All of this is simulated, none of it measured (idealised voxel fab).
Presented below is a process module, voxel gate over fins.
Each square cell in cross-section cut measures 5 nm, and the section as a whole is 205 nm wide.
Heads up, the way a cross-section reads in here is a grid of square cells, handed over as bands from the top down, with every band being one or more rows of cells.
Each band's line starts with the height of the band's top and of its bottom, in nm. Then come its materials from left to right, each with its width in nm. One material with "full width" fills the band from edge to edge. "empty" is empty space.
The level at which height equals 0 is the one under which the wafer, as it arrives, is entirely one material. No lower edge exists for the bottom band, which continues downward and is notated as in "0 down".
A width such as "30..40" changes by the same amount from each row of cells to the next, from the band's top row to its bottom row.
Reading "no alterations made" for a step: not a cell of the cross-section changed in it.
You'll see "Closed void table" listing empty spaces that have no way open to the top, as long as they're 8 cells or more; the notation is width x height at distance, where the distance is from the left edge, and all of it is in nm.
Anything after a step's settings on that line? It's the simulator's own note about the step.
overlay nm: right-of-plan distance of the mask on a masked step; negative values mean left-of-plan.
# plan
- 1: RECEIVE, material Si
- 2: CONFORMAL_DEP, material SiN, thk nm 10
- 3: PATTERN, tone cover, mask id FINS, material resist, width nm 15, pitch nm 35, thk nm 15, overlay nm 0
- 4: DIRECTIONAL_ETCH, etch materials SiN, depth nm 10
- 5: DIRECTIONAL_ETCH, etch materials Si, depth nm 35
- 6: STRIP, etch materials resist
- 7: FILL_DEP, material SiO2, thk nm 10
- 8: CMP, height nm 10
- 9: SELECTIVE_ETCH, etch materials SiO2, depth nm 20
- 10: STRIP, etch materials SiN
- 11: CONFORMAL_DEP, material HfO2, thk nm 5
- 12: CONFORMAL_DEP, material TiN, thk nm 5
- 13: FILL_DEP, material W, thk nm 15
- 14: CMP, height nm 20
- 15: CONFORMAL_DEP, material SiCN, thk nm 10
# As received (post step 1): cross-section
	0 down  Si full width
	Closed void table: none
# The following cross-section depicts the wafer upon conclusion of the module. Processing commenced from the starting condition illustrated above and adhered to the plan illustrated above, save for one mistake in execution
	30 to 20  SiCN full width
	20 to 10  W full width
	10 to 5  W: 30, then TiN: 140, then W: 35
	5 to 0  W: 30, then TiN: 5, then HfO2: 25, then TiN: 10, then HfO2: 25, then TiN: 10, then HfO2: 25, then TiN: 10, then HfO2: 25, then TiN: 5, then W: 35
	0 to -5  TiN: 35, then HfO2: 5, then Si: 15, then HfO2: 5, then TiN: 10, then HfO2: 5, then Si: 15, then HfO2: 5, then TiN: 10, then HfO2: 5, then Si: 15, then HfO2: 5, then TiN: 10, then HfO2: 5, then Si: 15, then HfO2: 5, then TiN: 40
	-5 to -10  HfO2: 40, then Si: 15, then HfO2: 20, then Si: 15, then HfO2: 20, then Si: 15, then HfO2: 20, then Si: 15, then HfO2: 45
	-10 to -70  SiO2: 40, then Si: 15, then SiO2: 20, then Si: 15, then SiO2: 20, then Si: 15, then SiO2: 20, then Si: 15, then SiO2: 45
	-70 down  Si full width
	Closed void table: none
Diagnosis: execution of plan step 5 occurred twice
